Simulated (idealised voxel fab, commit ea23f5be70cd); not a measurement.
process module | voxel gate over fins
cross-section cut | 270 nm wide | cells 5 nm
A cross-section is a grid of square cells, given in bands from the top down. A band is one or more rows of cells.
Each band's line starts with the height of the band's top and of its bottom, in nm. Then come its materials from left to right, each with its width in nm. One material with "throughout" fills the band from edge to edge. "air" is empty space.
Height 0 is the level under which the wafer as received is all one material. The lowest band goes on downwards, as in "0 down".
A width such as "30 to 40" changes by the same amount from each row of cells to the next, from the band's top row to its bottom row.
"no change" after a step means that no cell of the cross-section changed.
closed voids: empty space of 8 cells or more with no open way to the top, each as width x height at its distance from the left edge, in nm
after a step's settings: what the simulator itself notes on the step
overlay nm, on a step with a mask: how far to the right of its planned place the mask lay; to the left if negative
plan
1 op RECEIVE | material Si
2 op CONFORMAL_DEP | material SiN | thk nm 5
3 op DIRECTIONAL_DEP | material aC | thk nm 10
4 op PATTERN | tone cover | mask id FINS | material resist | width nm 15 | pitch nm 50 | thk nm 30 | overlay nm 0
5 op DIRECTIONAL_ETCH | etch materials aC | depth nm 10
6 op STRIP | etch materials resist
7 op DIRECTIONAL_ETCH | etch materials SiN | depth nm 5
8 op DIRECTIONAL_ETCH | etch materials Si | depth nm 40
9 op STRIP | etch materials aC
10 op FILL_DEP | material SiO2 | thk nm 5
11 op CMP | height nm 5
12 op PATTERN | tone open | mask id RAIL | material resist | width nm 15 | thk nm 20 | overlay nm 0
13 op DIRECTIONAL_ETCH | etch materials SiO2 | depth nm 40
14 op STRIP | etch materials resist
15 op CONFORMAL_DEP | material TiN | thk nm 5
16 op FILL_DEP | material W | thk nm 5
17 op CMP | height nm 5
18 op SELECTIVE_ETCH | etch materials W Ru TiN | depth nm 20
19 op FILL_DEP | material SiO2 | thk nm 5
20 op CMP | height nm 5
21 op SELECTIVE_ETCH | etch materials SiO2 | depth nm 15
22 op STRIP | etch materials SiN
23 op CONFORMAL_DEP | material HfO2 | thk nm 5
24 op CONFORMAL_DEP | material TiN | thk nm 5
25 op FILL_DEP | material W | thk nm 10
26 op CMP | height nm 15
27 op CONFORMAL_DEP | material SiCN | thk nm 5
as received, after step 1
  0 down: Si throughout
  closed voids: none
a wafer at the end: this start, this plan, one mistake
  20 to 15: SiCN throughout
  15 to 10: W throughout
  10 to 5: W 90 | TiN 35 | W 15 | TiN 35 | W 95
  5 to 0: W 90 | TiN 5 | HfO2 25 | TiN 5 | W 15 | TiN 5 | HfO2 25 | TiN 5 | W 95
  0 to -5: W 90 | TiN 5 | HfO2 5 | Si 15 | HfO2 5 | TiN 5 | W 15 | TiN 5 | HfO2 5 | Si 15 | HfO2 5 | TiN 5 | W 95
  -5 to -10: W 90 | TiN 5 | HfO2 5 | Si 15 | HfO2 5 | TiN 25 | HfO2 5 | Si 15 | HfO2 5 | TiN 5 | W 95
  -10 to -15: W 90 | TiN 5 | HfO2 5 | Si 15 | HfO2 35 | Si 15 | HfO2 5 | TiN 5 | W 95
  -15 to -20: TiN 95 | HfO2 5 | Si 15 | HfO2 10 | TiN 5 | W 5 | TiN 5 | HfO2 10 | Si 15 | HfO2 5 | TiN 100
  -20 to -25: HfO2 100 | Si 15 | HfO2 10 | TiN 5 | W 5 | TiN 5 | HfO2 10 | Si 15 | HfO2 105
  -25 to -30: SiO2 100 | Si 15 | SiO2 10 | TiN 5 | W 5 | TiN 5 | SiO2 10 | Si 15 | SiO2 105
  -30 to -35: SiO2 100 | Si 15 | SiO2 10 | TiN 15 | SiO2 10 | Si 15 | SiO2 105
  -35 to -40: SiO2 100 | Si 15 | SiO2 35 | Si 15 | SiO2 105
  -40 down: Si throughout
  closed voids: none
what went wrong: step 21 was run twice
